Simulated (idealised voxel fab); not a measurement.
process module | voxel capacitor over wiring
cross-section cut | 215 nm wide | cells 5 nm
A cross-section is a grid of square cells, given in bands from the top down. A band is one or more rows of cells.
Each band's line starts with the height of the band's top and of its bottom, in nm. Then come its materials from left to right, each with its width in nm. One material with "throughout" fills the band from edge to edge. "air" is empty space.
Height 0 is the level under which the wafer as received is all one material. The lowest band goes on downwards, as in "0 down".
A width such as "30 to 40" changes by the same amount from each row of cells to the next, from the band's top row to its bottom row.
"no change" after a step means that no cell of the cross-section changed.
closed voids: empty space of 8 cells or more with no open way to the top, each as width x height at its distance from the left edge, in nm
after a step's settings: what the simulator itself notes on the step
overlay nm, on a step with a mask: how far to the right of its planned place the mask lay; to the left if negative
plan
1 op RECEIVE | material Si
2 op CONFORMAL_DEP | material SiO2 | thk nm 15
3 op CONFORMAL_DEP | material SiCN | thk nm 5
4 op DIRECTIONAL_DEP | material SiO2 | thk nm 20
5 op DIRECTIONAL_DEP | material aC | thk nm 15
6 op PATTERN | tone open | mask id METAL_1 | material resist | width nm 20 | pitch nm 75 | thk nm 30 | overlay nm 0
7 op DIRECTIONAL_ETCH | etch materials aC | depth nm 15
8 op STRIP | etch materials resist
9 op DIRECTIONAL_ETCH | etch materials SiO2 | depth nm 20
10 op DIRECTIONAL_ETCH | etch materials SiCN | depth nm 5
11 op STRIP | etch materials aC
12 op CONFORMAL_DEP | material TiN | thk nm 5
13 op FILL_DEP | material W | thk nm 10
14 op CMP | height nm 40
15 op EPI | material Ru | thk nm 5
16 op FILL_DEP | material SiCN | thk nm 5
17 op DIRECTIONAL_DEP | material SiO2 | thk nm 10
18 op MASKED_ETCH | tone open | mask id PLUG_1 | width nm 15 | etch materials SiO2 | depth nm 10 | overlay nm 0
19 op MASKED_ETCH | tone open | mask id PLUG_1 | width nm 15 | etch materials SiCN | depth nm 5 | overlay nm 0
20 op EPI | material Ru | thk nm 10
21 op EPI | material Ru | thk nm 5
22 op DIRECTIONAL_DEP | material TiN | thk nm 10
23 op DIRECTIONAL_DEP | material Al2O3 | thk nm 5
24 op DIRECTIONAL_DEP | material TiN | thk nm 5
25 op MASKED_ETCH | tone cover | mask id UPPER_PLATE | width nm 60 | etch materials TiN | depth nm 5 | overlay nm 0
26 op MASKED_ETCH | tone cover | mask id UPPER_PLATE | width nm 60 | etch materials Al2O3 | depth nm 5 | overlay nm 0
27 op PATTERN | tone cover | mask id LOWER_PLATE | material resist | width nm 70 | thk nm 20 | overlay nm 0
28 op DIRECTIONAL_ETCH | etch materials TiN | depth nm 10
29 op STRIP | etch materials resist
30 op FILL_DEP | material SiO2 | thk nm 20
31 op CMP | height nm 95
32 op MASKED_ETCH | tone open | mask id PLUG_2 | width nm 15 | etch materials SiO2 | depth nm 15 | overlay nm 0
33 op CONFORMAL_DEP | material TiN | thk nm 5
34 op FILL_DEP | material Ru | thk nm 5
35 op CMP | height nm 95
36 op CONFORMAL_DEP | material SiCN | thk nm 5
first wafer, as planned
as received, after step 1
  0 down: Si throughout
  closed voids: none
after step 2
  15 to 0: SiO2 throughout
  below 0: unchanged
after step 3
  20 to 15: SiCN throughout
  below 15: unchanged
after step 4
  40 to 20: SiO2 throughout
  below 20: unchanged
after step 5
  55 to 40: aC throughout
  below 40: unchanged
after step 6
  85 to 55: resist 60 | air 20 | resist 55 | air 20 | resist 60
  below 55: unchanged
after step 7
  70 to 55: resist 60 | air 20 | resist 55 | air 20 | resist 60
  55 to 40: aC 60 | air 20 | aC 55 | air 20 | aC 60
  below 40: unchanged
after step 8
  55 to 40: aC 60 | air 20 | aC 55 | air 20 | aC 60
  below 40: unchanged
after step 9
  55 to 40: aC 60 | air 20 | aC 55 | air 20 | aC 60
  40 to 20: SiO2 60 | air 20 | SiO2 55 | air 20 | SiO2 60
  below 20: unchanged
after step 10
  55 to 40: aC 60 | air 20 | aC 55 | air 20 | aC 60
  40 to 20: SiO2 60 | air 20 | SiO2 55 | air 20 | SiO2 60
  20 to 15: SiCN 60 | air 20 | SiCN 55 | air 20 | SiCN 60
  below 15: unchanged
after step 11
  40 to 20: SiO2 60 | air 20 | SiO2 55 | air 20 | SiO2 60
  below 20: unchanged
after step 12
  45 to 40: TiN 65 | air 10 | TiN 65 | air 10 | TiN 65
  40 to 20: SiO2 60 | TiN 5 | air 10 | TiN 5 | SiO2 55 | TiN 5 | air 10 | TiN 5 | SiO2 60
  20 to 15: SiCN 60 | TiN 20 | SiCN 55 | TiN 20 | SiCN 60
  below 15: unchanged
after step 13
  55 to 45: W throughout
  45 to 40: TiN 65 | W 10 | TiN 65 | W 10 | TiN 65
  40 to 20: SiO2 60 | TiN 5 | W 10 | TiN 5 | SiO2 55 | TiN 5 | W 10 | TiN 5 | SiO2 60
  below 20: unchanged
after step 14
  40 to 20: SiO2 60 | TiN 5 | W 10 | TiN 5 | SiO2 55 | TiN 5 | W 10 | TiN 5 | SiO2 60
  below 20: unchanged
after step 15
  45 to 40: air 55 | Ru 30 | air 45 | Ru 30 | air 55
  below 40: unchanged
after step 16
  50 to 45: SiCN throughout
  45 to 40: SiCN 55 | Ru 30 | SiCN 45 | Ru 30 | SiCN 55
  below 40: unchanged
after step 17
  60 to 50: SiO2 throughout
  below 50: unchanged
after step 18
  60 to 50: SiO2 65 | air 15 | SiO2 135
  below 50: unchanged
after step 19
  60 to 50: SiO2 65 | air 15 | SiO2 135
  50 to 45: SiCN 65 | air 15 | SiCN 135
  below 45: unchanged
after step 20
  60 to 55: SiO2 65 | air 15 | SiO2 135
  55 to 50: SiO2 65 | Ru 15 | SiO2 135
  50 to 45: SiCN 65 | Ru 15 | SiCN 135
  below 45: unchanged
after step 21
  60 to 50: SiO2 65 | Ru 15 | SiO2 135
  below 50: unchanged
after step 22
  70 to 60: TiN throughout
  below 60: unchanged
after step 23
  75 to 70: Al2O3 throughout
  below 70: unchanged
after step 24
  80 to 75: TiN throughout
  below 75: unchanged
after step 25
  80 to 75: air 65 | TiN 60 | air 90
  below 75: unchanged
after step 26
  80 to 75: air 65 | TiN 60 | air 90
  75 to 70: air 65 | Al2O3 60 | air 90
  below 70: unchanged
after step 27
  100 to 80: air 60 | resist 70 | air 85
  80 to 75: air 60 | resist 5 | TiN 60 | resist 5 | air 85
  75 to 70: air 60 | resist 5 | Al2O3 60 | resist 5 | air 85
  below 70: unchanged
after step 28
  100 to 80: air 60 | resist 70 | air 85
  80 to 75: air 60 | resist 5 | TiN 60 | resist 5 | air 85
  75 to 70: air 60 | resist 5 | Al2O3 60 | resist 5 | air 85
  70 to 60: air 60 | TiN 70 | air 85
  below 60: unchanged
after step 29
  80 to 75: air 65 | TiN 60 | air 90
  75 to 70: air 65 | Al2O3 60 | air 90
  below 70: unchanged
after step 30
  100 to 80: SiO2 throughout
  80 to 75: SiO2 65 | TiN 60 | SiO2 90
  75 to 70: SiO2 65 | Al2O3 60 | SiO2 90
  70 to 60: SiO2 60 | TiN 70 | SiO2 85
  below 60: unchanged
after step 31
  95 to 80: SiO2 throughout
  below 80: unchanged
after step 32
  95 to 80: SiO2 75 | air 15 | SiO2 125
  below 80: unchanged
after step 33
  100 to 95: TiN 80 | air 5 | TiN 130
  95 to 85: SiO2 75 | TiN 5 | air 5 | TiN 5 | SiO2 125
  85 to 75: SiO2 75 to 65 | TiN 15 to 60 | SiO2 125 to 90
  below 75: unchanged
after step 34
  105 to 100: Ru throughout
  100 to 95: TiN 80 | Ru 5 | TiN 130
  95 to 85: SiO2 75 | TiN 5 | Ru 5 | TiN 5 | SiO2 125
  below 85: unchanged
after step 35
  95 to 85: SiO2 75 | TiN 5 | Ru 5 | TiN 5 | SiO2 125
  below 85: unchanged
after step 36
  100 to 95: SiCN throughout
  below 95: unchanged
second wafer: like start, like plan, one mistake. Through step 1 it matches the first wafer
when step 2 should have ended: no change
when step 3 should have ended
  5 to 0: SiCN throughout
  below 0: unchanged
when step 4 should have ended
  25 to 5: SiO2 throughout
  below 5: unchanged
when step 5 should have ended
  40 to 25: aC throughout
  below 25: unchanged
when step 6 should have ended
  70 to 40: resist 60 | air 20 | resist 55 | air 20 | resist 60
  below 40: unchanged
when step 7 should have ended
  55 to 40: resist 60 | air 20 | resist 55 | air 20 | resist 60
  40 to 25: aC 60 | air 20 | aC 55 | air 20 | aC 60
  below 25: unchanged
when step 8 should have ended
  40 to 25: aC 60 | air 20 | aC 55 | air 20 | aC 60
  below 25: unchanged
when step 9 should have ended
  40 to 25: aC 60 | air 20 | aC 55 | air 20 | aC 60
  25 to 5: SiO2 60 | air 20 | SiO2 55 | air 20 | SiO2 60
  below 5: unchanged
when step 10 should have ended
  40 to 25: aC 60 | air 20 | aC 55 | air 20 | aC 60
  25 to 5: SiO2 60 | air 20 | SiO2 55 | air 20 | SiO2 60
  5 to 0: SiCN 60 | air 20 | SiCN 55 | air 20 | SiCN 60
  below 0: unchanged
when step 11 should have ended
  25 to 5: SiO2 60 | air 20 | SiO2 55 | air 20 | SiO2 60
  below 5: unchanged
when step 12 should have ended
  30 to 25: TiN 65 | air 10 | TiN 65 | air 10 | TiN 65
  25 to 5: SiO2 60 | TiN 5 | air 10 | TiN 5 | SiO2 55 | TiN 5 | air 10 | TiN 5 | SiO2 60
  5 to 0: SiCN 60 | TiN 20 | SiCN 55 | TiN 20 | SiCN 60
  below 0: unchanged
when step 13 should have ended
  40 to 30: W throughout
  30 to 25: TiN 65 | W 10 | TiN 65 | W 10 | TiN 65
  25 to 5: SiO2 60 | TiN 5 | W 10 | TiN 5 | SiO2 55 | TiN 5 | W 10 | TiN 5 | SiO2 60
  below 5: unchanged
when step 14 should have ended: no change
when step 15 should have ended
  45 to 40: Ru throughout
  below 40: unchanged
when step 16 should have ended
  50 to 45: SiCN throughout
  below 45: unchanged
when step 17 should have ended
  60 to 50: SiO2 throughout
  below 50: unchanged
when step 18 should have ended
  60 to 50: SiO2 65 | air 15 | SiO2 135
  below 50: unchanged
when step 19 should have ended
  60 to 50: SiO2 65 | air 15 | SiO2 135
  50 to 45: SiCN 65 | air 15 | SiCN 135
  below 45: unchanged
when step 20 should have ended
  60 to 55: SiO2 65 | air 15 | SiO2 135
  55 to 50: SiO2 65 | Ru 15 | SiO2 135
  50 to 45: SiCN 65 | Ru 15 | SiCN 135
  below 45: unchanged
when step 21 should have ended
  60 to 50: SiO2 65 | Ru 15 | SiO2 135
  below 50: unchanged
when step 22 should have ended
  70 to 60: TiN throughout
  below 60: unchanged
when step 23 should have ended
  75 to 70: Al2O3 throughout
  below 70: unchanged
when step 24 should have ended
  80 to 75: TiN throughout
  below 75: unchanged
when step 25 should have ended
  80 to 75: air 65 | TiN 60 | air 90
  below 75: unchanged
when step 26 should have ended
  80 to 75: air 65 | TiN 60 | air 90
  75 to 70: air 65 | Al2O3 60 | air 90
  below 70: unchanged
when step 27 should have ended
  100 to 80: air 60 | resist 70 | air 85
  80 to 75: air 60 | resist 5 | TiN 60 | resist 5 | air 85
  75 to 70: air 60 | resist 5 | Al2O3 60 | resist 5 | air 85
  below 70: unchanged
when step 28 should have ended
  100 to 80: air 60 | resist 70 | air 85
  80 to 75: air 60 | resist 5 | TiN 60 | resist 5 | air 85
  75 to 70: air 60 | resist 5 | Al2O3 60 | resist 5 | air 85
  70 to 60: air 60 | TiN 70 | air 85
  below 60: unchanged
when step 29 should have ended
  80 to 75: air 65 | TiN 60 | air 90
  75 to 70: air 65 | Al2O3 60 | air 90
  below 70: unchanged
when step 30 should have ended
  100 to 80: SiO2 throughout
  80 to 75: SiO2 65 | TiN 60 | SiO2 90
  75 to 70: SiO2 65 | Al2O3 60 | SiO2 90
  70 to 60: SiO2 60 | TiN 70 | SiO2 85
  below 60: unchanged
when step 31 should have ended
  95 to 80: SiO2 throughout
  below 80: unchanged
when step 32 should have ended
  95 to 80: SiO2 75 | air 15 | SiO2 125
  below 80: unchanged
when step 33 should have ended
  100 to 95: TiN 80 | air 5 | TiN 130
  95 to 85: SiO2 75 | TiN 5 | air 5 | TiN 5 | SiO2 125
  85 to 75: SiO2 75 to 65 | TiN 15 to 60 | SiO2 125 to 90
  below 75: unchanged
when step 34 should have ended
  105 to 100: Ru throughout
  100 to 95: TiN 80 | Ru 5 | TiN 130
  95 to 85: SiO2 75 | TiN 5 | Ru 5 | TiN 5 | SiO2 125
  below 85: unchanged
when step 35 should have ended
  95 to 85: SiO2 75 | TiN 5 | Ru 5 | TiN 5 | SiO2 125
  below 85: unchanged
when step 36 should have ended
  100 to 95: SiCN throughout
  below 95: unchanged
what went wrong: step 2 was left out
at the end the second wafer has, in cells: 31 more of Ru | 31 fewer of SiCN | 129 fewer of SiO2 | 39 more of TiN | 90 more of W
